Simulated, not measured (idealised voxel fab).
process module | voxel tone inversion
cross-section cut | 275 nm wide | cells 5 nm
A cross-section is a grid of square cells, given in bands from the top down. A band is one or more rows of cells.
Each band's line starts with the height of the band's top and of its bottom, in nm. Then come its materials from left to right, each with its width in nm. One material with "throughout" fills the band from edge to edge. "air" is empty space.
Height 0 is the level under which the wafer as received is all one material. The lowest band goes on downwards, as in "0 down".
A width such as "30 to 40" changes by the same amount from each row of cells to the next, from the band's top row to its bottom row.
"no change" after a step means that no cell of the cross-section changed.
closed voids: empty space of 8 cells or more with no open way to the top, each as width x height at its distance from the left edge, in nm
after a step's settings: what the simulator itself notes on the step
overlay nm, on a step with a mask: how far to the right of its planned place the mask lay; to the left if negative
plan
1 op RECEIVE | material Si
2 op CONFORMAL_DEP | material SiN | thk nm 10
3 op DIRECTIONAL_DEP | material polySi | thk nm 20
4 op PATTERN | tone cover | mask id POSTS | material resist | width nm 15 | pitch nm 40 | thk nm 30 | overlay nm 0
5 op DIRECTIONAL_ETCH | etch materials polySi | depth nm 20
6 op STRIP | etch materials resist
7 op FILL_DEP | material lowk | thk nm 5
8 op CMP | height nm 30
9 op STRIP | etch materials polySi
varied across the wafers: width nm of step 4. The plan shows the first wafer's value. All wafers start alike
first wafer as received, after step 1
  0 down: Si throughout
  closed voids: none
first wafer at the end, after step 9
  30 to 10: lowk 90 | air 15 | lowk 25 | air 15 | lowk 25 | air 15 | lowk 90
  10 to 0: SiN throughout
  0 down: Si throughout
  closed voids: none
last wafer at the end
  30 to 10: lowk 85 | air 25 | lowk 15 | air 25 | lowk 15 | air 25 | lowk 85
  10 to 0: SiN throughout
  0 down: Si throughout
  closed voids: none
each wafer at the end: cells of each material gained (+) or lost (-) since it was received, then its closed voids
width nm 15 | +110 SiN | +184 lowk | closed voids: none
width nm 20 | +110 SiN | +172 lowk | closed voids: none
width nm 25 | +110 SiN | +160 lowk | closed voids: none
